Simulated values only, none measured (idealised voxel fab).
Process module name: voxel transistor to metal
FYI the section here is cut, 150 nm wide, cells are 5 nm squares.
How to read a cross-section here: the picture is a grid of square cells, written as bands going from the top down, and any band can span one or more rows of cells. It is stipulated that each band's entry specify, in nanometres, the height of the top of the band and then that of its bottom, followed by the materials of the band in left-to-right sequence, each together with its width in nanometres. A single material marked by the word "everywhere" is understood to fill the band from edge to edge; the word "empty" is understood to denote empty space. Height reference: 0 = level under which incoming wafer is all one material. Lowest band: no bottom, runs on downward, e.g. "z 0 and below". The width entry "30 to 40" should be interpreted row by row: the top row of cells in the band takes the first number, the bottom row takes the second number, and the change between adjacent rows is uniform throughout. Any step labelled "left unchanged" changed none of the cells in the cross-section. Entry "Entrapped voids" = empty spaces >= 8 cells with no open way to the top; each as width x height at distance, distance from left edge, all nm. after a step's settings: what the simulator itself notes on the step. overlay nm: step with mask; distance mask lay right of planned place; negative value = left of planned place.
Steps in the process plan:
step 1: op RECEIVE | material Si
step 2: op OXIDIZE | depth nm 5
step 3: op CONFORMAL_DEP | material SiN | thk nm 15
step 4: op MASKED_ETCH | tone cover | mask id ACTIVE | width nm 105 | etch materials SiN | depth nm 15 | overlay nm 0
step 5: op MASKED_ETCH | tone cover | mask id ACTIVE | width nm 105 | etch materials SiO2 | depth nm 5 | overlay nm 0
step 6: op MASKED_ETCH | tone cover | mask id ACTIVE | width nm 105 | etch materials Si | depth nm 35 | overlay nm 0
step 7: op FILL_DEP | material SiO2 | thk nm 15
step 8: op CMP | height nm 15
step 9: op SELECTIVE_ETCH | etch materials SiO2 | depth nm 15
step 10: op STRIP | etch materials SiN
step 11: op SELECTIVE_ETCH | etch materials SiO2 | depth nm 5
step 12: op OXIDIZE | depth nm 5
step 13: op DIRECTIONAL_DEP | material polySi | thk nm 25
step 14: op DIRECTIONAL_DEP | material SiCN | thk nm 15
step 15: op DIRECTIONAL_DEP | material aC | thk nm 10
step 16: op PATTERN | tone cover | mask id GATE | material resist | width nm 25 | thk nm 30 | overlay nm 0
step 17: op DIRECTIONAL_ETCH | etch materials aC | depth nm 10
step 18: op STRIP | etch materials resist
step 19: op DIRECTIONAL_ETCH | etch materials SiCN | depth nm 25
step 20: op DIRECTIONAL_ETCH | etch materials polySi | depth nm 35
step 21: op STRIP | etch materials aC
step 22: op CONFORMAL_DEP | material SiN | thk nm 5
step 23: op DIRECTIONAL_ETCH | etch materials SiN | depth nm 5
step 24: op DIRECTIONAL_ETCH | etch materials SiO2 | depth nm 5
step 25: op DIRECTIONAL_ETCH | etch materials Si | depth nm 5
step 26: op EPI | material SiGe | thk nm 5
step 27: op FILL_DEP | material SiO2 | thk nm 10
step 28: op CMP | height nm 20
step 29: op STRIP | etch materials polySi
step 30: op SELECTIVE_ETCH | etch materials SiO2 | depth nm 5
step 31: op CONFORMAL_DEP | material HfO2 | thk nm 5
step 32: op CONFORMAL_DEP | material TiN | thk nm 5
step 33: op FILL_DEP | material W | thk nm 5
step 34: op CMP | height nm 15
step 35: op DIRECTIONAL_DEP | material SiO2 | thk nm 10
step 36: op MASKED_ETCH | tone open | mask id CONTACT | width nm 15 | pitch nm 80 | etch materials SiO2 | depth nm 35 | overlay nm 0
step 37: op CONFORMAL_DEP | material TiN | thk nm 5
step 38: op FILL_DEP | material W | thk nm 10
step 39: op CMP | height nm 25
step 40: op DIRECTIONAL_DEP | material TiN | thk nm 5
step 41: op DIRECTIONAL_DEP | material W | thk nm 15
step 42: op PATTERN | tone cover | mask id METAL_1 | material resist | width nm 15 | pitch nm 80 | thk nm 20 | overlay nm 0
step 43: op DIRECTIONAL_ETCH | etch materials W | depth nm 15
step 44: op DIRECTIONAL_ETCH | etch materials TiN | depth nm 5
step 45: op STRIP | etch materials resist
step 46: op FILL_DEP | material SiO2 | thk nm 5
step 47: op CMP | height nm 45
step 48: op CONFORMAL_DEP | material SiN | thk nm 5
First wafer of two (run as planned):
Shown in cross-section is the wafer as received, that is, as it stands after step 1:
z 0 and below | Si everywhere
Entrapped voids: none
Cross-section of the wafer subsequent to step 2:
z 0 to -5 | SiO2 everywhere
Below a height of -5, the structure has not been altered.
Cross-section of the wafer subsequent to step 3:
z 15 to 0 | SiN everywhere
Below a height of 0, the structure has not been altered.
Cross-section of the wafer subsequent to step 4:
z 15 to 0 | empty=20  SiN=105  empty=25
Below a height of 0, the structure has not been altered.
Cross-section of the wafer subsequent to step 5:
z 15 to 0 | empty=20  SiN=105  empty=25
z 0 to -5 | empty=20  SiO2=105  empty=25
Below a height of -5, the structure has not been altered.
Cross-section of the wafer subsequent to step 6:
z 15 to 0 | empty=20  SiN=105  empty=25
z 0 to -5 | empty=20  SiO2=105  empty=25
z -5 to -40 | empty=20  Si=105  empty=25
Below a height of -40, the structure has not been altered.
Cross-section of the wafer subsequent to step 7:
z 30 to 15 | SiO2 everywhere
z 15 to 0 | SiO2=20  SiN=105  SiO2=25
z 0 to -5 | SiO2 everywhere
z -5 to -40 | SiO2=20  Si=105  SiO2=25
Below a height of -40, the structure has not been altered.
Cross-section of the wafer subsequent to step 8:
z 15 to 0 | SiO2=20  SiN=105  SiO2=25
Below a height of 0, the structure has not been altered.
Cross-section of the wafer subsequent to step 9:
z 15 to 0 | empty=20  SiN=105  empty=25
Below a height of 0, the structure has not been altered.
Cross-section of the wafer subsequent to step 10:
z 0 to -5 | SiO2 everywhere
Below a height of -5, the structure has not been altered.
Cross-section of the wafer subsequent to step 11:
z -5 to -40 | SiO2=20  Si=105  SiO2=25
Below a height of -40, the structure has not been altered.
Cross-section of the wafer subsequent to step 12:
z -5 to -10 | SiO2 everywhere
Below a height of -10, the structure has not been altered.
Cross-section of the wafer subsequent to step 13:
z 20 to -5 | polySi everywhere
Below a height of -5, the structure has not been altered.
Cross-section of the wafer subsequent to step 14:
z 35 to 20 | SiCN everywhere
Below a height of 20, the structure has not been altered.
Cross-section of the wafer subsequent to step 15:
z 45 to 35 | aC everywhere
Below a height of 35, the structure has not been altered.
Cross-section of the wafer subsequent to step 16:
z 75 to 45 | empty=60  resist=25  empty=65
Below a height of 45, the structure has not been altered.
Cross-section of the wafer subsequent to step 17:
z 65 to 45 | empty=60  resist=25  empty=65
z 45 to 35 | empty=60  aC=25  empty=65
Below a height of 35, the structure has not been altered.
Cross-section of the wafer subsequent to step 18:
z 45 to 35 | empty=60  aC=25  empty=65
Below a height of 35, the structure has not been altered.
Cross-section of the wafer subsequent to step 19:
z 45 to 35 | empty=60  aC=25  empty=65
z 35 to 20 | empty=60  SiCN=25  empty=65
Below a height of 20, the structure has not been altered.
Cross-section of the wafer subsequent to step 20:
z 45 to 35 | empty=60  aC=25  empty=65
z 35 to 20 | empty=60  SiCN=25  empty=65
z 20 to -5 | empty=60  polySi=25  empty=65
Below a height of -5, the structure has not been altered.
Cross-section of the wafer subsequent to step 21:
z 35 to 20 | empty=60  SiCN=25  empty=65
Below a height of 20, the structure has not been altered.
Cross-section of the wafer subsequent to step 22:
z 40 to 35 | empty=55  SiN=35  empty=60
z 35 to 20 | empty=55  SiN=5  SiCN=25  SiN=5  empty=60
z 20 to 0 | empty=55  SiN=5  polySi=25  SiN=5  empty=60
z 0 to -5 | SiN=60  polySi=25  SiN=65
Below a height of -5, the structure has not been altered.
Cross-section of the wafer subsequent to step 23:
z 35 to 20 | empty=55  SiN=5  SiCN=25  SiN=5  empty=60
z 20 to -5 | empty=55  SiN=5  polySi=25  SiN=5  empty=60
Below a height of -5, the structure has not been altered.
Cross-section of the wafer subsequent to step 24:
z 35 to 20 | empty=55  SiN=5  SiCN=25  SiN=5  empty=60
z 20 to -5 | empty=55  SiN=5  polySi=25  SiN=5  empty=60
z -5 to -10 | empty=55  SiO2=35  empty=60
Below a height of -10, the structure has not been altered.
Cross-section of the wafer subsequent to step 25:
z 35 to 20 | empty=55  SiN=5  SiCN=25  SiN=5  empty=60
z 20 to -5 | empty=55  SiN=5  polySi=25  SiN=5  empty=60
z -5 to -10 | empty=55  SiO2=35  empty=60
z -10 to -15 | SiO2=20  empty=35  Si=35  empty=35  SiO2=25
Below a height of -15, the structure has not been altered.
Cross-section of the wafer subsequent to step 26:
z 35 to 20 | empty=55  SiN=5  SiCN=25  SiN=5  empty=60
z 20 to -5 | empty=55  SiN=5  polySi=25  SiN=5  empty=60
z -5 to -10 | empty=50  SiGe=5  SiO2=35  SiGe=5  empty=55
z -10 to -15 | SiO2=20  SiGe=35  Si=35  SiGe=35  SiO2=25
Below a height of -15, the structure has not been altered.
Cross-section of the wafer subsequent to step 27:
z 45 to 35 | SiO2 everywhere
z 35 to 20 | SiO2=55  SiN=5  SiCN=25  SiN=5  SiO2=60
z 20 to -5 | SiO2=55  SiN=5  polySi=25  SiN=5  SiO2=60
z -5 to -10 | SiO2=50  SiGe=5  SiO2=35  SiGe=5  SiO2=55
Below a height of -10, the structure has not been altered.
Cross-section of the wafer subsequent to step 28:
z 20 to -5 | SiO2=55  SiN=5  polySi=25  SiN=5  SiO2=60
Below a height of -5, the structure has not been altered.
Cross-section of the wafer subsequent to step 29:
z 20 to -5 | SiO2=55  SiN=5  empty=25  SiN=5  SiO2=60
Below a height of -5, the structure has not been altered.
Cross-section of the wafer subsequent to step 30:
z 20 to 15 | empty=55  SiN=5  empty=25  SiN=5  empty=60
z 15 to -5 | SiO2=55  SiN=5  empty=25  SiN=5  SiO2=60
z -5 to -10 | SiO2=50  SiGe=5  empty=35  SiGe=5  SiO2=55
Below a height of -10, the structure has not been altered.
Cross-section of the wafer subsequent to step 31:
z 25 to 20 | empty=50  HfO2=15  empty=15  HfO2=15  empty=55
z 20 to 15 | HfO2=55  SiN=5  HfO2=5  empty=15  HfO2=5  SiN=5  HfO2=60
z 15 to -5 | SiO2=55  SiN=5  HfO2=5  empty=15  HfO2=5  SiN=5  SiO2=60
z -5 to -10 | SiO2=50  SiGe=5  HfO2=35  SiGe=5  SiO2=55
Below a height of -10, the structure has not been altered.
Cross-section of the wafer subsequent to step 32:
z 30 to 25 | empty=45  TiN=25  empty=5  TiN=25  empty=50
z 25 to 20 | TiN=50  HfO2=15  TiN=5  empty=5  TiN=5  HfO2=15  TiN=55
z 20 to 15 | HfO2=55  SiN=5  HfO2=5  TiN=5  empty=5  TiN=5  HfO2=5  SiN=5  HfO2=60
z 15 to 0 | SiO2=55  SiN=5  HfO2=5  TiN=5  empty=5  TiN=5  HfO2=5  SiN=5  SiO2=60
z 0 to -5 | SiO2=55  SiN=5  HfO2=5  TiN=15  HfO2=5  SiN=5  SiO2=60
Below a height of -5, the structure has not been altered.
Cross-section of the wafer subsequent to step 33:
z 35 to 30 | W everywhere
z 30 to 25 | W=45  TiN=25  W=5  TiN=25  W=50
z 25 to 20 | TiN=50  HfO2=15  TiN=5  W=5  TiN=5  HfO2=15  TiN=55
z 20 to 15 | HfO2=55  SiN=5  HfO2=5  TiN=5  W=5  TiN=5  HfO2=5  SiN=5  HfO2=60
z 15 to 0 | SiO2=55  SiN=5  HfO2=5  TiN=5  W=5  TiN=5  HfO2=5  SiN=5  SiO2=60
Below a height of 0, the structure has not been altered.
Cross-section of the wafer subsequent to step 34:
z 15 to 0 | SiO2=55  SiN=5  HfO2=5  TiN=5  W=5  TiN=5  HfO2=5  SiN=5  SiO2=60
Below a height of 0, the structure has not been altered.
Cross-section of the wafer subsequent to step 35:
z 25 to 15 | SiO2 everywhere
Below a height of 15, the structure has not been altered.
Cross-section of the wafer subsequent to step 36:
z 25 to 15 | SiO2=25  empty=15  SiO2=65  empty=15  SiO2=30
z 15 to 0 | SiO2=25  empty=15  SiO2=15  SiN=5  HfO2=5  TiN=5  W=5  TiN=5  HfO2=5  SiN=5  SiO2=15  empty=15  SiO2=30
z 0 to -5 | SiO2=25  empty=15  SiO2=15  SiN=5  HfO2=5  TiN=15  HfO2=5  SiN=5  SiO2=15  empty=15  SiO2=30
z -5 to -10 | SiO2=25  empty=15  SiO2=10  SiGe=5  HfO2=35  SiGe=5  SiO2=10  empty=15  SiO2=30
Below a height of -10, the structure has not been altered.
Cross-section of the wafer subsequent to step 37:
z 30 to 25 | TiN=30  empty=5  TiN=75  empty=5  TiN=35
z 25 to 15 | SiO2=25  TiN=5  empty=5  TiN=5  SiO2=65  TiN=5  empty=5  TiN=5  SiO2=30
z 15 to 0 | SiO2=25  TiN=5  empty=5  TiN=5  SiO2=15  SiN=5  HfO2=5  TiN=5  W=5  TiN=5  HfO2=5  SiN=5  SiO2=15  TiN=5  empty=5  TiN=5  SiO2=30
z 0 to -5 | SiO2=25  TiN=5  empty=5  TiN=5  SiO2=15  SiN=5  HfO2=5  TiN=15  HfO2=5  SiN=5  SiO2=15  TiN=5  empty=5  TiN=5  SiO2=30
z -5 to -10 | SiO2=25  TiN=15  SiO2=10  SiGe=5  HfO2=35  SiGe=5  SiO2=10  TiN=15  SiO2=30
Below a height of -10, the structure has not been altered.
Cross-section of the wafer subsequent to step 38:
z 40 to 30 | W everywhere
z 30 to 25 | TiN=30  W=5  TiN=75  W=5  TiN=35
z 25 to 15 | SiO2=25  TiN=5  W=5  TiN=5  SiO2=65  TiN=5  W=5  TiN=5  SiO2=30
z 15 to 0 | SiO2=25  TiN=5  W=5  TiN=5  SiO2=15  SiN=5  HfO2=5  TiN=5  W=5  TiN=5  HfO2=5  SiN=5  SiO2=15  TiN=5  W=5  TiN=5  SiO2=30
z 0 to -5 | SiO2=25  TiN=5  W=5  TiN=5  SiO2=15  SiN=5  HfO2=5  TiN=15  HfO2=5  SiN=5  SiO2=15  TiN=5  W=5  TiN=5  SiO2=30
Below a height of -5, the structure has not been altered.
Cross-section of the wafer subsequent to step 39:
z 25 to 15 | SiO2=25  TiN=5  W=5  TiN=5  SiO2=65  TiN=5  W=5  TiN=5  SiO2=30
Below a height of 15, the structure has not been altered.
Cross-section of the wafer subsequent to step 40:
z 30 to 25 | TiN everywhere
Below a height of 25, the structure has not been altered.
Cross-section of the wafer subsequent to step 41:
z 45 to 30 | W everywhere
Below a height of 30, the structure has not been altered.
Cross-section of the wafer subsequent to step 42:
z 65 to 45 | empty=25  resist=15  empty=65  resist=15  empty=30
Below a height of 45, the structure has not been altered.
Cross-section of the wafer subsequent to step 43:
z 65 to 45 | empty=25  resist=15  empty=65  resist=15  empty=30
z 45 to 30 | empty=25  W=15  empty=65  W=15  empty=30
Below a height of 30, the structure has not been altered.
Cross-section of the wafer subsequent to step 44:
z 65 to 45 | empty=25  resist=15  empty=65  resist=15  empty=30
z 45 to 30 | empty=25  W=15  empty=65  W=15  empty=30
z 30 to 25 | empty=25  TiN=15  empty=65  TiN=15  empty=30
Below a height of 25, the structure has not been altered.
Cross-section of the wafer subsequent to step 45:
z 45 to 30 | empty=25  W=15  empty=65  W=15  empty=30
Below a height of 30, the structure has not been altered.
Cross-section of the wafer subsequent to step 46:
z 50 to 45 | SiO2 everywhere
z 45 to 30 | SiO2=25  W=15  SiO2=65  W=15  SiO2=30
z 30 to 25 | SiO2=25  TiN=15  SiO2=65  TiN=15  SiO2=30
Below a height of 25, the structure has not been altered.
Cross-section of the wafer subsequent to step 47:
z 45 to 30 | SiO2=25  W=15  SiO2=65  W=15  SiO2=30
Below a height of 30, the structure has not been altered.
Cross-section of the wafer subsequent to step 48:
z 50 to 45 | SiN everywhere
Below a height of 45, the structure has not been altered.
Second wafer. Start and plan as for the first. One mistake made in running. Agrees with the first up to and including step 8:
Second wafer at the planned finish of step 9, seen in cross-section:
z 15 to 0 | SiO2=20  empty=105  SiO2=25
Below a height of 0, the structure has not been altered.
Second wafer at the planned finish of step 10, seen in cross-section:
z 0 to -5 | SiO2=5  empty=135  SiO2=10
z -5 to -15 | SiO2=5  empty=15  Si=105  empty=15  SiO2=10
Below a height of -15, the structure has not been altered.
Second wafer at the planned finish of step 11, seen in cross-section:
z -5 to -20 | empty=20  Si=105  empty=20  SiO2=5
Below a height of -20, the structure has not been altered.
Second wafer at the planned finish of step 12, seen in cross-section:
z -5 to -10 | empty=20  SiO2=105  empty=20  SiO2=5
z -10 to -20 | empty=20  SiO2=5  Si=95  SiO2=5  empty=20  SiO2=5
z -20 to -25 | SiO2=25  Si=95  SiO2=30
Below a height of -25, the structure has not been altered.
Second wafer at the planned finish of step 13, seen in cross-section:
z 20 to 5 | empty=20  polySi=105  empty=20  polySi=5
z 5 to -5 | polySi everywhere
z -5 to -10 | polySi=20  SiO2=105  polySi=20  SiO2=5
z -10 to -20 | polySi=20  SiO2=5  Si=95  SiO2=5  polySi=20  SiO2=5
Below a height of -20, the structure has not been altered.
Second wafer at the planned finish of step 14, seen in cross-section:
z 35 to 20 | empty=20  SiCN=105  empty=20  SiCN=5
z 20 to 5 | SiCN=20  polySi=105  SiCN=20  polySi=5
Below a height of 5, the structure has not been altered.
Second wafer at the planned finish of step 15, seen in cross-section:
z 45 to 35 | empty=20  aC=105  empty=20  aC=5
z 35 to 30 | empty=20  SiCN=105  empty=20  SiCN=5
z 30 to 20 | aC=20  SiCN=105  aC=20  SiCN=5
Below a height of 20, the structure has not been altered.
Second wafer at the planned finish of step 16, seen in cross-section:
z 75 to 45 | empty=60  resist=25  empty=65
Below a height of 45, the structure has not been altered.
Second wafer at the planned finish of step 17, seen in cross-section:
z 65 to 45 | empty=60  resist=25  empty=65
z 45 to 35 | empty=60  aC=25  empty=65
z 35 to 20 | empty=20  SiCN=105  empty=20  SiCN=5
Below a height of 20, the structure has not been altered.
Second wafer at the planned finish of step 18, seen in cross-section:
z 45 to 35 | empty=60  aC=25  empty=65
Below a height of 35, the structure has not been altered.
Second wafer at the planned finish of step 19, seen in cross-section:
z 45 to 35 | empty=60  aC=25  empty=65
z 35 to 20 | empty=60  SiCN=25  empty=65
z 20 to 5 | empty=20  polySi=105  empty=20  polySi=5
Below a height of 5, the structure has not been altered.
Second wafer at the planned finish of step 20, seen in cross-section:
z 45 to 35 | empty=60  aC=25  empty=65
z 35 to 20 | empty=60  SiCN=25  empty=65
z 20 to -5 | empty=60  polySi=25  empty=65
z -5 to -10 | empty=20  SiO2=105  empty=20  SiO2=5
z -10 to -20 | empty=20  SiO2=5  Si=95  SiO2=5  empty=20  SiO2=5
Below a height of -20, the structure has not been altered.
Second wafer at the planned finish of step 21, seen in cross-section:
z 35 to 20 | empty=60  SiCN=25  empty=65
Below a height of 20, the structure has not been altered.
Second wafer at the planned finish of step 22, seen in cross-section:
z 40 to 35 | empty=55  SiN=35  empty=60
z 35 to 20 | empty=55  SiN=5  SiCN=25  SiN=5  empty=60
z 20 to 0 | empty=55  SiN=5  polySi=25  SiN=5  empty=60
z 0 to -5 | empty=15  SiN=45  polySi=25  SiN=45  empty=10  SiN=10
z -5 to -10 | empty=15  SiN=5  SiO2=105  SiN=5  empty=10  SiN=5  SiO2=5
z -10 to -15 | empty=15  SiN=5  SiO2=5  Si=95  SiO2=5  SiN=5  empty=10  SiN=5  SiO2=5
z -15 to -20 | SiN=20  SiO2=5  Si=95  SiO2=5  SiN=20  SiO2=5
Below a height of -20, the structure has not been altered.
Second wafer at the planned finish of step 23, seen in cross-section:
z 35 to 20 | empty=55  SiN=5  SiCN=25  SiN=5  empty=60
z 20 to -5 | empty=55  SiN=5  polySi=25  SiN=5  empty=60
z -5 to -10 | empty=15  SiN=5  SiO2=105  SiN=5  empty=10  SiN=5  SiO2=5
z -10 to -20 | empty=15  SiN=5  SiO2=5  Si=95  SiO2=5  SiN=5  empty=10  SiN=5  SiO2=5
Below a height of -20, the structure has not been altered.
Second wafer at the planned finish of step 24, seen in cross-section:
z 35 to 20 | empty=55  SiN=5  SiCN=25  SiN=5  empty=60
z 20 to -5 | empty=55  SiN=5  polySi=25  SiN=5  empty=60
z -5 to -10 | empty=15  SiN=5  empty=35  SiO2=35  empty=35  SiN=5  empty=10  SiN=5  empty=5
z -10 to -20 | empty=15  SiN=5  SiO2=5  Si=95  SiO2=5  SiN=5  empty=10  SiN=5  SiO2=5
z -20 to -25 | empty=15  SiO2=10  Si=95  SiO2=10  empty=10  SiO2=10
Below a height of -25, the structure has not been altered.
Second wafer at the planned finish of step 25, seen in cross-section:
z 35 to 20 | empty=55  SiN=5  SiCN=25  SiN=5  empty=60
z 20 to -5 | empty=55  SiN=5  polySi=25  SiN=5  empty=60
z -5 to -10 | empty=15  SiN=5  empty=35  SiO2=35  empty=35  SiN=5  empty=10  SiN=5  empty=5
z -10 to -15 | empty=15  SiN=5  SiO2=5  empty=30  Si=35  empty=30  SiO2=5  SiN=5  empty=10  SiN=5  SiO2=5
Below a height of -15, the structure has not been altered.
Second wafer at the planned finish of step 26, seen in cross-section:
z 35 to 20 | empty=55  SiN=5  SiCN=25  SiN=5  empty=60
z 20 to -5 | empty=55  SiN=5  polySi=25  SiN=5  empty=60
z -5 to -10 | empty=15  SiN=5  empty=30  SiGe=5  SiO2=35  SiGe=5  empty=30  SiN=5  empty=10  SiN=5  empty=5
z -10 to -15 | empty=15  SiN=5  SiO2=5  SiGe=30  Si=35  SiGe=30  SiO2=5  SiN=5  empty=10  SiN=5  SiO2=5
Below a height of -15, the structure has not been altered.
Second wafer at the planned finish of step 27, seen in cross-section:
z 45 to 35 | SiO2 everywhere
z 35 to 20 | SiO2=55  SiN=5  SiCN=25  SiN=5  SiO2=60
z 20 to -5 | SiO2=55  SiN=5  polySi=25  SiN=5  SiO2=60
z -5 to -10 | SiO2=15  SiN=5  SiO2=30  SiGe=5  SiO2=35  SiGe=5  SiO2=30  SiN=5  SiO2=10  SiN=5  SiO2=5
z -10 to -15 | SiO2=15  SiN=5  SiO2=5  SiGe=30  Si=35  SiGe=30  SiO2=5  SiN=5  SiO2=10  SiN=5  SiO2=5
z -15 to -20 | SiO2=15  SiN=5  SiO2=5  Si=95  SiO2=5  SiN=5  SiO2=10  SiN=5  SiO2=5
z -20 to -25 | SiO2=25  Si=95  SiO2=30
Below a height of -25, the structure has not been altered.
Second wafer at the planned finish of step 28, seen in cross-section:
z 20 to -5 | SiO2=55  SiN=5  polySi=25  SiN=5  SiO2=60
Below a height of -5, the structure has not been altered.
Second wafer at the planned finish of step 29, seen in cross-section:
z 20 to -5 | SiO2=55  SiN=5  empty=25  SiN=5  SiO2=60
Below a height of -5, the structure has not been altered.
Second wafer at the planned finish of step 30, seen in cross-section:
z 20 to 15 | empty=55  SiN=5  empty=25  SiN=5  empty=60
z 15 to -5 | SiO2=55  SiN=5  empty=25  SiN=5  SiO2=60
z -5 to -10 | SiO2=15  SiN=5  SiO2=30  SiGe=5  empty=35  SiGe=5  SiO2=30  SiN=5  SiO2=10  SiN=5  SiO2=5
Below a height of -10, the structure has not been altered.
Second wafer at the planned finish of step 31, seen in cross-section:
z 25 to 20 | empty=50  HfO2=15  empty=15  HfO2=15  empty=55
z 20 to 15 | HfO2=55  SiN=5  HfO2=5  empty=15  HfO2=5  SiN=5  HfO2=60
z 15 to -5 | SiO2=55  SiN=5  HfO2=5  empty=15  HfO2=5  SiN=5  SiO2=60
z -5 to -10 | SiO2=15  SiN=5  SiO2=30  SiGe=5  HfO2=35  SiGe=5  SiO2=30  SiN=5  SiO2=10  SiN=5  SiO2=5
Below a height of -10, the structure has not been altered.
Second wafer at the planned finish of step 32, seen in cross-section:
z 30 to 25 | empty=45  TiN=25  empty=5  TiN=25  empty=50
z 25 to 20 | TiN=50  HfO2=15  TiN=5  empty=5  TiN=5  HfO2=15  TiN=55
z 20 to 15 | HfO2=55  SiN=5  HfO2=5  TiN=5  empty=5  TiN=5  HfO2=5  SiN=5  HfO2=60
z 15 to 0 | SiO2=55  SiN=5  HfO2=5  TiN=5  empty=5  TiN=5  HfO2=5  SiN=5  SiO2=60
z 0 to -5 | SiO2=55  SiN=5  HfO2=5  TiN=15  HfO2=5  SiN=5  SiO2=60
Below a height of -5, the structure has not been altered.
Second wafer at the planned finish of step 33, seen in cross-section:
z 35 to 30 | W everywhere
z 30 to 25 | W=45  TiN=25  W=5  TiN=25  W=50
z 25 to 20 | TiN=50  HfO2=15  TiN=5  W=5  TiN=5  HfO2=15  TiN=55
z 20 to 15 | HfO2=55  SiN=5  HfO2=5  TiN=5  W=5  TiN=5  HfO2=5  SiN=5  HfO2=60
z 15 to 0 | SiO2=55  SiN=5  HfO2=5  TiN=5  W=5  TiN=5  HfO2=5  SiN=5  SiO2=60
Below a height of 0, the structure has not been altered.
Second wafer at the planned finish of step 34, seen in cross-section:
z 15 to 0 | SiO2=55  SiN=5  HfO2=5  TiN=5  W=5  TiN=5  HfO2=5  SiN=5  SiO2=60
Below a height of 0, the structure has not been altered.
Second wafer at the planned finish of step 35, seen in cross-section:
z 25 to 15 | SiO2 everywhere
Below a height of 15, the structure has not been altered.
Second wafer at the planned finish of step 36, seen in cross-section:
z 25 to 15 | SiO2=25  empty=15  SiO2=65  empty=15  SiO2=30
z 15 to 0 | SiO2=25  empty=15  SiO2=15  SiN=5  HfO2=5  TiN=5  W=5  TiN=5  HfO2=5  SiN=5  SiO2=15  empty=15  SiO2=30
z 0 to -5 | SiO2=25  empty=15  SiO2=15  SiN=5  HfO2=5  TiN=15  HfO2=5  SiN=5  SiO2=15  empty=15  SiO2=30
z -5 to -10 | SiO2=15  SiN=5  SiO2=5  empty=15  SiO2=10  SiGe=5  HfO2=35  SiGe=5  SiO2=10  empty=15  SiO2=5  SiN=5  SiO2=10  SiN=5  SiO2=5
Below a height of -10, the structure has not been altered.
Second wafer at the planned finish of step 37, seen in cross-section:
z 30 to 25 | TiN=30  empty=5  TiN=75  empty=5  TiN=35
z 25 to 15 | SiO2=25  TiN=5  empty=5  TiN=5  SiO2=65  TiN=5  empty=5  TiN=5  SiO2=30
z 15 to 0 | SiO2=25  TiN=5  empty=5  TiN=5  SiO2=15  SiN=5  HfO2=5  TiN=5  W=5  TiN=5  HfO2=5  SiN=5  SiO2=15  TiN=5  empty=5  TiN=5  SiO2=30
z 0 to -5 | SiO2=25  TiN=5  empty=5  TiN=5  SiO2=15  SiN=5  HfO2=5  TiN=15  HfO2=5  SiN=5  SiO2=15  TiN=5  empty=5  TiN=5  SiO2=30
z -5 to -10 | SiO2=15  SiN=5  SiO2=5  TiN=15  SiO2=10  SiGe=5  HfO2=35  SiGe=5  SiO2=10  TiN=15  SiO2=5  SiN=5  SiO2=10  SiN=5  SiO2=5
Below a height of -10, the structure has not been altered.
Second wafer at the planned finish of step 38, seen in cross-section:
z 40 to 30 | W everywhere
z 30 to 25 | TiN=30  W=5  TiN=75  W=5  TiN=35
z 25 to 15 | SiO2=25  TiN=5  W=5  TiN=5  SiO2=65  TiN=5  W=5  TiN=5  SiO2=30
z 15 to 0 | SiO2=25  TiN=5  W=5  TiN=5  SiO2=15  SiN=5  HfO2=5  TiN=5  W=5  TiN=5  HfO2=5  SiN=5  SiO2=15  TiN=5  W=5  TiN=5  SiO2=30
z 0 to -5 | SiO2=25  TiN=5  W=5  TiN=5  SiO2=15  SiN=5  HfO2=5  TiN=15  HfO2=5  SiN=5  SiO2=15  TiN=5  W=5  TiN=5  SiO2=30
Below a height of -5, the structure has not been altered.
Second wafer at the planned finish of step 39, seen in cross-section:
z 25 to 15 | SiO2=25  TiN=5  W=5  TiN=5  SiO2=65  TiN=5  W=5  TiN=5  SiO2=30
Below a height of 15, the structure has not been altered.
Second wafer at the planned finish of step 40, seen in cross-section:
z 30 to 25 | TiN everywhere
Below a height of 25, the structure has not been altered.
Second wafer at the planned finish of step 41, seen in cross-section:
z 45 to 30 | W everywhere
Below a height of 30, the structure has not been altered.
Second wafer at the planned finish of step 42, seen in cross-section:
z 65 to 45 | empty=25  resist=15  empty=65  resist=15  empty=30
Below a height of 45, the structure has not been altered.
Second wafer at the planned finish of step 43, seen in cross-section:
z 65 to 45 | empty=25  resist=15  empty=65  resist=15  empty=30
z 45 to 30 | empty=25  W=15  empty=65  W=15  empty=30
Below a height of 30, the structure has not been altered.
Second wafer at the planned finish of step 44, seen in cross-section:
z 65 to 45 | empty=25  resist=15  empty=65  resist=15  empty=30
z 45 to 30 | empty=25  W=15  empty=65  W=15  empty=30
z 30 to 25 | empty=25  TiN=15  empty=65  TiN=15  empty=30
Below a height of 25, the structure has not been altered.
Second wafer at the planned finish of step 45, seen in cross-section:
z 45 to 30 | empty=25  W=15  empty=65  W=15  empty=30
Below a height of 30, the structure has not been altered.
Second wafer at the planned finish of step 46, seen in cross-section:
z 50 to 45 | SiO2 everywhere
z 45 to 30 | SiO2=25  W=15  SiO2=65  W=15  SiO2=30
z 30 to 25 | SiO2=25  TiN=15  SiO2=65  TiN=15  SiO2=30
Below a height of 25, the structure has not been altered.
Second wafer at the planned finish of step 47, seen in cross-section:
z 45 to 30 | SiO2=25  W=15  SiO2=65  W=15  SiO2=30
Below a height of 30, the structure has not been altered.
Second wafer at the planned finish of step 48, seen in cross-section:
z 50 to 45 | SiN everywhere
Below a height of 45, the structure has not been altered.
what went wrong: sequence error: steps 9 and 10 interchanged
The closing comparison, in cells, has the second wafer with more or fewer of some materials than the first: 4 fewer of Si; 2 fewer of SiGe; 9 more of SiN; 3 fewer of SiO2
